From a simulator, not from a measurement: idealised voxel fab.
Process module under the name voxel ribs on slabs
Square cell edge 5 nm, section width 175 nm, ID cut.
In what follows, cross-sections appear as grids of square cells, described through bands that run from the top down, where every band is one or more rows of cells. For a band, the entry starts with two heights in nm, that of the top and then that of the bottom, and carries on with the band's materials in order from left to right, each alongside its width in nm; the word "full width" beside a single material means it fills the band edge to edge, and "air" means empty space. Convention: height 0 is the level below which the wafer, as received, is all one material. The lowest band does not terminate at the bottom but continues downward, represented as "top 0, no bottom". So if you see something like "30 to 40" for the width, read it as the top row of the band sitting at the first number and the bottom row at the second, with every row in between moving by the same amount as the last. It should be understood that the words "remained unchanged", when stated for a given step, signify that the cross-section underwent no change in any of its cells during that step. Closed-off voids of 8+ cells (no open route to the top) go in "Encapsulated voids", written width x height at distance from the left edge, in nm. Note: text after step settings on the step line = simulator remark on that step. overlay nm: step with mask; distance mask lay right of planned place; negative value = left of planned place.

[So here's the lineup of process steps we planned]
| 1 | RECEIVE: material Si |
| 2 | DIRECTIONAL_DEP: material SiO2, thk nm 25 |
| 3 | DIRECTIONAL_DEP: material SiN, thk nm 25 |
| 4 | DIRECTIONAL_DEP: material aC, thk nm 10 |
| 5 | PATTERN: tone cover, mask id RIB, material resist, width nm 25, thk nm 25, overlay nm 0 |
| 6 | DIRECTIONAL_ETCH: etch materials aC, depth nm 10 |
| 7 | STRIP: etch materials resist |
| 8 | DIRECTIONAL_ETCH: etch materials SiN, depth nm 20 |
| 9 | STRIP: etch materials aC |
| 10 | PATTERN: tone cover, mask id SLAB, material resist, width nm 65, thk nm 20, overlay nm 0 |
| 11 | DIRECTIONAL_ETCH: etch materials SiN, depth nm 5 |
| 12 | STRIP: etch materials resist |
| 13 | FILL_DEP: material SiO2, thk nm 25 |
| 14 | CMP: height nm 65 |
| 15 | DIRECTIONAL_DEP: material TiN, thk nm 5 |
| 16 | PATTERN: tone cover, mask id HEATER, material resist, width nm 35, thk nm 15, overlay nm 0 |
| 17 | DIRECTIONAL_ETCH: etch materials TiN, depth nm 5 |
| 18 | STRIP: etch materials resist |
| 19 | CONFORMAL_DEP: material SiN, thk nm 5 |

[Incoming wafer, cross-sectional view, post step 1]
top 0, no bottom | Si full width
Encapsulated voids: none

[Here's the wafer cut in cross-section after the module, started and planned just like above, except one thing was done wrong in the run]
top 75, bottom 70 | air 65 nm / SiN 45 nm / air 65 nm
top 70, bottom 65 | SiN 70 nm / TiN 35 nm / SiN 70 nm
top 65, bottom 40 | SiO2 full width
top 40, bottom 35 | SiO2 55 nm / SiN 65 nm / SiO2 55 nm
top 35, bottom 25 | aC full width
top 25, bottom 0 | SiO2 full width
top 0, no bottom | Si full width
Encapsulated voids: none
Plan not followed: a sequencing error occurred in which plan steps 3 and 4 were transposed
